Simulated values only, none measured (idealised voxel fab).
Documented hereafter: the process module known as voxel capacitor over wiring.
The cross-section shown here is cut; it is 160 nm wide and divided into square cells measuring 5 nm on a side.
Think of the cross-section as a grid of square cells. We describe it in bands, top to bottom, and each band covers one or more rows of those cells.
Read a band's entry like this: the first values are the height of its top and the height of its bottom in nm, and what follows is the sequence of materials from left to right, each with its width in nm. Note that "empty" is empty space, and that a single material marked "edge to edge" reaches across the band from edge to edge.
Basically, 0 is our baseline, since under it the wafer straight out of the box is all one material. The bottom band has no lower end and keeps on going down, so it looks like "from 0 down".
A width given as "30 to 40" starts at the first number in the band's top row and ends at the second number in its bottom row, shifting by an equal amount at every step from row to row.
You'll sometimes find "remained the same" written for a step, and that's the way of saying that nowhere in the cross-section did a cell change during that step.
Entry "Closed cavity list" = empty spaces >= 8 cells with no open way to the top; each as width x height at distance, distance from left edge, all nm.
Whatever follows a step's settings on its line is a remark the simulator itself makes about that step.
"overlay nm" on a masked step: distance the mask lay right of its planned place, negative for left.

# Steps in the process plan
- 1: RECEIVE (material Si)
- 2: CONFORMAL_DEP (material SiO2; thk nm 10)
- 3: DIRECTIONAL_DEP (material TiN; thk nm 5)
- 4: DIRECTIONAL_DEP (material Ru; thk nm 25)
- 5: DIRECTIONAL_DEP (material aC; thk nm 10)
- 6: PATTERN (tone cover; mask id METAL_1; material resist; width nm 20; pitch nm 85; thk nm 30; overlay nm 0)
- 7: DIRECTIONAL_ETCH (etch materials aC; depth nm 10)
- 8: STRIP (etch materials resist)
- 9: DIRECTIONAL_ETCH (etch materials Ru; depth nm 25)
- 10: DIRECTIONAL_ETCH (etch materials TiN; depth nm 5)
- 11: STRIP (etch materials aC)
- 12: FILL_DEP (material lowk; thk nm 10)
- 13: CMP (height nm 40)
- 14: CONFORMAL_DEP (material SiCN; thk nm 5)
- 15: DIRECTIONAL_DEP (material lowk; thk nm 15)
- 16: PATTERN (tone open; mask id PLUG_1; material resist; width nm 15; thk nm 15; overlay nm 0)
- 17: DIRECTIONAL_ETCH (etch materials lowk; depth nm 15)
- 18: DIRECTIONAL_ETCH (etch materials SiCN; depth nm 5)
- 19: STRIP (etch materials resist)
- 20: EPI (material Ru; thk nm 10)
- 21: EPI (material Ru; thk nm 10)
- 22: DIRECTIONAL_DEP (material TiN; thk nm 5)
- 23: DIRECTIONAL_DEP (material HfO2; thk nm 5)
- 24: DIRECTIONAL_DEP (material TiN; thk nm 10)
- 25: PATTERN (tone cover; mask id UPPER_PLATE; material resist; width nm 70; thk nm 15; overlay nm 0)
- 26: DIRECTIONAL_ETCH (etch materials TiN; depth nm 10)
- 27: DIRECTIONAL_ETCH (etch materials HfO2; depth nm 5)
- 28: STRIP (etch materials resist)
- 29: DIRECTIONAL_DEP (material aC; thk nm 15)
- 30: PATTERN (tone cover; mask id LOWER_PLATE; material resist; width nm 80; thk nm 35; overlay nm 0)
- 31: DIRECTIONAL_ETCH (etch materials aC; depth nm 15)
- 32: STRIP (etch materials resist)
- 33: DIRECTIONAL_ETCH (etch materials TiN; depth nm 5)
- 34: STRIP (etch materials aC)
- 35: FILL_DEP (material SiO2; thk nm 15)
- 36: CMP (height nm 90)
- 37: MASKED_ETCH (tone open; mask id PLUG_2; width nm 15; etch materials SiO2; depth nm 10; overlay nm 0)
- 38: CONFORMAL_DEP (material TiN; thk nm 5)
- 39: FILL_DEP (material Ru; thk nm 10)
- 40: CMP (height nm 90)
- 41: CONFORMAL_DEP (material SiCN; thk nm 5)

# Incoming wafer in cross-section (state: after step 1)
* from 0 down | Si edge to edge
* Closed cavity list: none

# End state of the module in cross-section, given the above starting point and plan and one mistake in execution
* from 95 to 90 | SiCN edge to edge
* from 90 to 85 | SiO2: 40; TiN: 5; Ru: 5; TiN: 5; SiO2: 105
* from 85 to 75 | SiO2: 40 to 30; TiN: 15 to 20; SiO2: 105 to 110
* from 75 to 70 | SiO2: 30; TiN: 70; SiO2: 60
* from 70 to 65 | SiO2: 30; HfO2: 20; TiN: 50; SiO2: 60
* from 65 to 60 | SiO2: 25; TiN: 25; HfO2: 50; SiO2: 60
* from 60 to 55 | SiO2: 25; Ru: 25; TiN: 55; SiO2: 55
* from 55 to 45 | lowk: 30; Ru: 15; lowk: 115
* from 45 to 40 | SiCN: 30; Ru: 15; SiCN: 115
* from 40 to 15 | lowk: 25; Ru: 20; lowk: 65; Ru: 20; lowk: 30
* from 15 to 10 | lowk: 25; TiN: 20; lowk: 65; TiN: 20; lowk: 30
* from 10 to 0 | SiO2 edge to edge
* from 0 down | Si edge to edge
* Closed cavity list: none
Deviation noted in wafer processing: planned and actual differ for step 15; actual: DIRECTIONAL_DEP (material lowk; thk nm 10)
